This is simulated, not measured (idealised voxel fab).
Process module name: voxel self aligned contacts
Xsec cut, 240 nm wide, square cell size 5 nm.
If you're reading a cross-section in this doc, picture square cells in a grid; it comes to you as bands, top ones listed first down to the bottom, and a band can be one or more rows of cells. Read a band's entry like this: the first values are the height of its top and the height of its bottom in nm, and what follows is the sequence of materials from left to right, each with its width in nm. Note that "blank" is empty space, and that a single material marked "edge to edge" reaches across the band from edge to edge. Counting heights begins at 0, where everything beneath is, in the wafer as received, one material. The lowest band has no bottom; it goes on downwards, as "0 and below" shows. The notation "30..40" denotes a width that varies across the rows of cells in the band, beginning at the first number in the top row, finishing at the second number in the bottom row, and changing by an identical amount from each row to the next. When a step is marked "no alteration", none of the cells in the cross-section changed during that step. Heads up: "Fully sealed voids" only lists the empty pockets with no open path to the top that are 8 cells or more, and it writes them as width x height at distance, distance from the left edge, in nm. Text after the settings on a step's line: the simulator's own remark on that step. overlay nm, on a step with a mask: how far to the right of its planned place the mask lay; to the left if negative.
[Below is the list of planned process steps]
1) RECEIVE | material Si
2) OXIDIZE | depth nm 5
3) DIRECTIONAL_DEP | material polySi | thk nm 30
4) DIRECTIONAL_DEP | material SiN | thk nm 20
5) DIRECTIONAL_DEP | material aC | thk nm 10
6) PATTERN | tone cover | mask id GATE | material resist | width nm 25 | pitch nm 65 | thk nm 30 | overlay nm 0
7) DIRECTIONAL_ETCH | etch materials aC | depth nm 10
8) STRIP | etch materials resist
9) DIRECTIONAL_ETCH | etch materials SiN | depth nm 20
10) DIRECTIONAL_ETCH | etch materials polySi | depth nm 30
11) STRIP | etch materials aC
12) CONFORMAL_DEP | material SiN | thk nm 10
13) DIRECTIONAL_ETCH | etch materials SiN | depth nm 10
14) FILL_DEP | material SiO2 | thk nm 15
15) CMP | height nm 50
16) DIRECTIONAL_DEP | material aC | thk nm 10
17) PATTERN | tone open | mask id CONTACT | material resist | width nm 50 | thk nm 25 | overlay nm 0
18) DIRECTIONAL_ETCH | etch materials aC | depth nm 10
19) STRIP | etch materials resist
20) DIRECTIONAL_ETCH | etch materials SiO2 | depth nm 65
21) STRIP | etch materials aC
22) CONFORMAL_DEP | material TiN | thk nm 5
23) FILL_DEP | material W | thk nm 5
24) CMP | height nm 60
25) CONFORMAL_DEP | material SiN | thk nm 5
Across this set of wafers, the varied parameter is the height nm of step 15. Starting conditions are identical for every wafer, and the plan reports the value assigned to the first wafer.
[Here's the first of the wafers in cross-section, just as we got it, i.e. after step 1]
  0 and below = Si edge to edge
  Fully sealed voids: none
[Cross-section of the first of several wafers once the module has run through its last step, step 25]
  65 down to 60 = SiN edge to edge
  60 down to 55 = W edge to edge
  55 down to 50 = 115 of TiN  10 of W  115 of TiN
  50 down to 30 = 65 of SiO2  45 of SiN  5 of TiN  10 of W  5 of TiN  45 of SiN  65 of SiO2
  30 down to 0 = 65 of SiO2  10 of SiN  25 of polySi  10 of SiN  5 of TiN  10 of W  5 of TiN  10 of SiN  25 of polySi  10 of SiN  65 of SiO2
  0 down to -5 = 110 of SiO2  20 of TiN  110 of SiO2
  -5 and below = Si edge to edge
  Fully sealed voids: none
[The final wafer, sectioned at module end]
  65 down to 60 = SiN edge to edge
  60 down to 50 = 95 of SiO2  5..20 of TiN  40..10 of W  5..20 of TiN  95 of SiO2
  50 down to 30 = 65 of SiO2  45 of SiN  5 of TiN  10 of W  5 of TiN  45 of SiN  65 of SiO2
  30 down to 5 = 65 of SiO2  10 of SiN  25 of polySi  10 of SiN  5 of TiN  10 of W  5 of TiN  10 of SiN  25 of polySi  10 of SiN  65 of SiO2
  5 down to 0 = 65 of SiO2  10 of SiN  25 of polySi  10 of SiN  20 of TiN  10 of SiN  25 of polySi  10 of SiN  65 of SiO2
  0 down to -5 = SiO2 edge to edge
  -5 and below = Si edge to edge
  Fully sealed voids: none
[Quick key for the table: a row per wafer, taken at the end of the module. For each material it tells you how many cells the wafer gained (+) or lost (-) since it came in, and the closed voids come after]
height nm 50, -48 Si, +168 SiN, +304 SiO2, +70 TiN, +70 W, +60 polySi, Fully sealed voids: none
height nm 55, -48 Si, +168 SiN, +342 SiO2, +72 TiN, +30 W, +60 polySi, Fully sealed voids: none
height nm 60, -48 Si, +168 SiN, +380 SiO2, +34 TiN, +30 W, +60 polySi, Fully sealed voids: none
height nm 65, -48 Si, +168 SiN, +384 SiO2, +32 TiN, +28 W, +60 polySi, Fully sealed voids: none
